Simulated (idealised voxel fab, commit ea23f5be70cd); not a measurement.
Process module under the name voxel air gaps
Section cut is 210 nm wide and gridded with 5 nm square cells.
Format of a cross-section: grid, square cells. Given as bands. Order: top down. Band: one or more rows of cells. Band: top and bottom heights (nm) first, top before bottom; then materials from left to right, widths in nm. "edge to edge" marks a sole material filling the band edge to edge. "air" denotes empty space. Measure heights from 0. That's the level where, below it, the as-received wafer is all one material. The lowest band is bottomless and extends downward; write it as in "0..down". The notation "30->40" denotes a width that varies across the rows of cells in the band, beginning at the first number in the top row, finishing at the second number in the bottom row, and changing by an identical amount from each row to the next. "no modification" for a step: no cell of the cross-section changed in that step. Voids not open to the top, 8 cells minimum: see "Catalogued sealed voids". Written width x height at distance; distance is from the left edge; nm. Past the settings on a step's line: simulator remark, on that step. overlay nm: on a step with a mask, how far right of its planned place the mask lay; negative means left.

**Process steps foreseen in the plan**
- 1: RECEIVE with material Si
- 2: CONFORMAL_DEP with material SiO2, thk nm 15
- 3: CONFORMAL_DEP with material SiCN, thk nm 5
- 4: DIRECTIONAL_DEP with material lowk, thk nm 40
- 5: PATTERN with tone open, mask id LINES, material resist, width nm 20, pitch nm 45, thk nm 20, overlay nm 0
- 6: DIRECTIONAL_ETCH with etch materials lowk, depth nm 40
- 7: STRIP with etch materials resist
- 8: CONFORMAL_DEP with material TiN, thk nm 5
- 9: FILL_DEP with material W, thk nm 10
- 10: CMP with height nm 60
- 11: EPI with material Ru, thk nm 10
- 12: SELECTIVE_ETCH with etch materials lowk, depth nm 50
- 13: CONFORMAL_DEP with material SiCN, thk nm 5

**First wafer out of two, processed as planned**

**Wafer as received: cross-section following step 1**
    0..down: Si edge to edge
    Catalogued sealed voids: none

**So this is the wafer cross-section right after step 2**
    15..0: SiO2 edge to edge
    Under 0: no change, same as before.

**So this is the wafer cross-section right after step 3**
    20..15: SiCN edge to edge
    Under 15: no change, same as before.

**So this is the wafer cross-section right after step 4**
    60..20: lowk edge to edge
    Under 20: no change, same as before.

**So this is the wafer cross-section right after step 5**
    80..60: resist 50, then air 20, then resist 25, then air 20, then resist 25, then air 20, then resist 50
    Under 60: no change, same as before.

**So this is the wafer cross-section right after step 6**
    80..60: resist 50, then air 20, then resist 25, then air 20, then resist 25, then air 20, then resist 50
    60..20: lowk 50, then air 20, then lowk 25, then air 20, then lowk 25, then air 20, then lowk 50
    Under 20: no change, same as before.

**So this is the wafer cross-section right after step 7**
    60..20: lowk 50, then air 20, then lowk 25, then air 20, then lowk 25, then air 20, then lowk 50
    Under 20: no change, same as before.

**So this is the wafer cross-section right after step 8**
    65..60: TiN 55, then air 10, then TiN 35, then air 10, then TiN 35, then air 10, then TiN 55
    60..25: lowk 50, then TiN 5, then air 10, then TiN 5, then lowk 25, then TiN 5, then air 10, then TiN 5, then lowk 25, then TiN 5, then air 10, then TiN 5, then lowk 50
    25..20: lowk 50, then TiN 20, then lowk 25, then TiN 20, then lowk 25, then TiN 20, then lowk 50
    Under 20: no change, same as before.

**So this is the wafer cross-section right after step 9**
    75..65: W edge to edge
    65..60: TiN 55, then W 10, then TiN 35, then W 10, then TiN 35, then W 10, then TiN 55
    60..25: lowk 50, then TiN 5, then W 10, then TiN 5, then lowk 25, then TiN 5, then W 10, then TiN 5, then lowk 25, then TiN 5, then W 10, then TiN 5, then lowk 50
    Under 25: no change, same as before.

**So this is the wafer cross-section right after step 10**
    60..25: lowk 50, then TiN 5, then W 10, then TiN 5, then lowk 25, then TiN 5, then W 10, then TiN 5, then lowk 25, then TiN 5, then W 10, then TiN 5, then lowk 50
    Under 25: no change, same as before.

**So this is the wafer cross-section right after step 11**
    70..60: air 40, then Ru 40, then air 5, then Ru 40, then air 5, then Ru 40, then air 40
    Under 60: no change, same as before.

**So this is the wafer cross-section right after step 12**
    70..60: air 40, then Ru 40, then air 5, then Ru 40, then air 5, then Ru 40, then air 40
    60..25: air 50, then TiN 5, then W 10, then TiN 5, then air 25, then TiN 5, then W 10, then TiN 5, then air 25, then TiN 5, then W 10, then TiN 5, then air 50
    25..20: air 50, then TiN 20, then air 25, then TiN 20, then air 25, then TiN 20, then air 50
    Under 20: no change, same as before.

**So this is the wafer cross-section right after step 13**
    75..70: air 35, then SiCN 140, then air 35
    70..60: air 35, then SiCN 5, then Ru 40, then SiCN 5, then Ru 40, then SiCN 5, then Ru 40, then SiCN 5, then air 35
    60..55: air 35, then SiCN 15, then TiN 5, then W 10, then TiN 5, then SiCN 25, then TiN 5, then W 10, then TiN 5, then SiCN 25, then TiN 5, then W 10, then TiN 5, then SiCN 15, then air 35
    55..25: air 45, then SiCN 5, then TiN 5, then W 10, then TiN 5, then SiCN 5, then air 15, then SiCN 5, then TiN 5, then W 10, then TiN 5, then SiCN 5, then air 15, then SiCN 5, then TiN 5, then W 10, then TiN 5, then SiCN 5, then air 45
    25..20: SiCN 50, then TiN 20, then SiCN 25, then TiN 20, then SiCN 25, then TiN 20, then SiCN 50
    Under 20: no change, same as before.
    Catalogued sealed voids: 15 x 30 at 75; 15 x 30 at 120

**Second Wafer (Identical Start and Plan, One Processing Error; Matches First Wafer Through Step 9)**

**Second wafer: cross-section at the scheduled end of step 10**
    70..65: W edge to edge
    Under 65: no change, same as before.

**Second wafer: cross-section at the scheduled end of step 11**
    80..70: Ru edge to edge
    Under 70: no change, same as before.

Second wafer: cross-section at the scheduled end of step 12: no modification

**Second wafer: cross-section at the scheduled end of step 13**
    85..80: SiCN edge to edge
    Under 80: no change, same as before.
Where did the run depart from the plan? step 10 went in with a setting other than planned; the actual run was CMP with height nm 70
Count the cells at the end and the second wafer has more or fewer of some materials than the first: Ru +36, SiCN -76, TiN +36, W +48, lowk +240
Upon completion, the first wafer exhibits 2 closed voids and the second wafer exhibits 0.
